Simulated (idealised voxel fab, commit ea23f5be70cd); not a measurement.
process module | voxel wiring stack
cross-section cut | 225 nm wide | cells 5 nm
A cross-section is a grid of square cells, given in bands from the top down. A band is one or more rows of cells.
Each band's line starts with the height of the band's top and of its bottom, in nm. Then come its materials from left to right, each with its width in nm. One material with "throughout" fills the band from edge to edge. "air" is empty space.
Height 0 is the level under which the wafer as received is all one material. The lowest band goes on downwards, as in "0 down".
A width such as "30 to 40" changes by the same amount from each row of cells to the next, from the band's top row to its bottom row.
"no change" after a step means that no cell of the cross-section changed.
closed voids: empty space of 8 cells or more with no open way to the top, each as width x height at its distance from the left edge, in nm
after a step's settings: what the simulator itself notes on the step
overlay nm, on a step with a mask: how far to the right of its planned place the mask lay; to the left if negative
plan
1 op RECEIVE | material Si
2 op CONFORMAL_DEP | material SiO2 | thk nm 15
3 op CONFORMAL_DEP | material SiN | thk nm 5
4 op DIRECTIONAL_DEP | material lowk | thk nm 25
5 op MASKED_ETCH | tone open | mask id METAL_1 | width nm 20 | pitch nm 35 | etch materials lowk | depth nm 25 | overlay nm 0
6 op MASKED_ETCH | tone open | mask id METAL_1 | width nm 20 | pitch nm 35 | etch materials SiN | depth nm 5 | overlay nm 0
7 op CONFORMAL_DEP | material TiN | thk nm 5
8 op FILL_DEP | material Cu | thk nm 5
9 op CMP | height nm 45
10 op CONFORMAL_DEP | material SiCN | thk nm 5
11 op DIRECTIONAL_DEP | material lowk | thk nm 20
12 op DIRECTIONAL_DEP | material aC | thk nm 15
13 op PATTERN | tone open | mask id PLUG_1 | material resist | width nm 15 | pitch nm 35 | thk nm 35 | overlay nm 0
14 op DIRECTIONAL_ETCH | etch materials aC | depth nm 15
15 op STRIP | etch materials resist
16 op DIRECTIONAL_ETCH | etch materials lowk | depth nm 20
17 op DIRECTIONAL_ETCH | etch materials SiCN | depth nm 5
18 op STRIP | etch materials aC
19 op EPI | material Ru | thk nm 10
20 op EPI | material Ru | thk nm 10
21 op EPI | material Ru | thk nm 5
22 op DIRECTIONAL_DEP | material TiN | thk nm 5
23 op DIRECTIONAL_DEP | material W | thk nm 25
24 op MASKED_ETCH | tone cover | mask id METAL_2 | width nm 20 | pitch nm 35 | etch materials W | depth nm 25 | overlay nm 0
25 op MASKED_ETCH | tone cover | mask id METAL_2 | width nm 20 | pitch nm 35 | etch materials TiN | depth nm 5 | overlay nm 0
26 op CONFORMAL_DEP | material SiCN | thk nm 5
27 op FILL_DEP | material SiO2 | thk nm 10
28 op CMP | height nm 100
29 op CONFORMAL_DEP | material SiCN | thk nm 5
30 op DIRECTIONAL_DEP | material SiO2 | thk nm 35
31 op MASKED_ETCH | tone open | mask id METAL_3_HOLES | width nm 15 | pitch nm 35 | etch materials SiO2 | depth nm 35 | overlay nm 0
32 op PATTERN | tone open | mask id METAL_3 | material resist | width nm 20 | pitch nm 35 | thk nm 15 | overlay nm 0
33 op DIRECTIONAL_ETCH | etch materials SiO2 | depth nm 20
34 op DIRECTIONAL_ETCH | etch materials SiCN | depth nm 5
35 op STRIP | etch materials resist
36 op CONFORMAL_DEP | material TiN | thk nm 5
37 op FILL_DEP | material Cu | thk nm 5
38 op CMP | height nm 140
39 op CONFORMAL_DEP | material SiCN | thk nm 5
40 op DIRECTIONAL_DEP | material lowk | thk nm 15
41 op DIRECTIONAL_DEP | material aC | thk nm 10
42 op PATTERN | tone open | mask id PLUG_3 | material resist | width nm 15 | pitch nm 35 | thk nm 30 | overlay nm 0
43 op DIRECTIONAL_ETCH | etch materials aC | depth nm 10
44 op STRIP | etch materials resist
45 op DIRECTIONAL_ETCH | etch materials lowk | depth nm 15
46 op DIRECTIONAL_ETCH | etch materials SiCN | depth nm 5
47 op STRIP | etch materials aC
48 op EPI | material Ru | thk nm 10
49 op EPI | material Ru | thk nm 10
50 op CONFORMAL_DEP | material SiCN | thk nm 5
51 op DIRECTIONAL_DEP | material lowk | thk nm 20
52 op PATTERN | tone open | mask id METAL_4 | material resist | width nm 20 | pitch nm 35 | thk nm 15 | overlay nm -15
53 op DIRECTIONAL_ETCH | etch materials lowk | depth nm 20
54 op DIRECTIONAL_ETCH | etch materials SiCN | depth nm 5
55 op STRIP | etch materials resist
56 op CONFORMAL_DEP | material TiN | thk nm 5
57 op FILL_DEP | material Cu | thk nm 5
58 op CMP | height nm 185
59 op CONFORMAL_DEP | material SiN | thk nm 5
varied across the wafers: overlay nm of step 52. The plan shows the first wafer's value. All wafers start alike
first wafer as received, after step 1
  0 down: Si throughout
  closed voids: none
each wafer at the end: cells of each material gained (+) or lost (-) since it was received, then its closed voids
overlay nm -15 | +112 Cu | +108 Ru | +197 SiCN | +74 SiN | +455 SiO2 | +192 TiN | +80 W | +492 lowk | closed voids: none
overlay nm -10 | +112 Cu | +108 Ru | +197 SiCN | +74 SiN | +455 SiO2 | +192 TiN | +80 W | +492 lowk | closed voids: none
overlay nm -5 | +112 Cu | +108 Ru | +197 SiCN | +74 SiN | +455 SiO2 | +192 TiN | +80 W | +492 lowk | closed voids: none
overlay nm 0 | +112 Cu | +108 Ru | +197 SiCN | +74 SiN | +455 SiO2 | +192 TiN | +80 W | +492 lowk | closed voids: none
overlay nm 5 | +112 Cu | +108 Ru | +197 SiCN | +74 SiN | +455 SiO2 | +192 TiN | +80 W | +492 lowk | closed voids: none
overlay nm 10 | +112 Cu | +108 Ru | +197 SiCN | +74 SiN | +455 SiO2 | +192 TiN | +80 W | +492 lowk | closed voids: none
overlay nm 15 | +112 Cu | +108 Ru | +197 SiCN | +74 SiN | +455 SiO2 | +192 TiN | +80 W | +492 lowk | closed voids: none
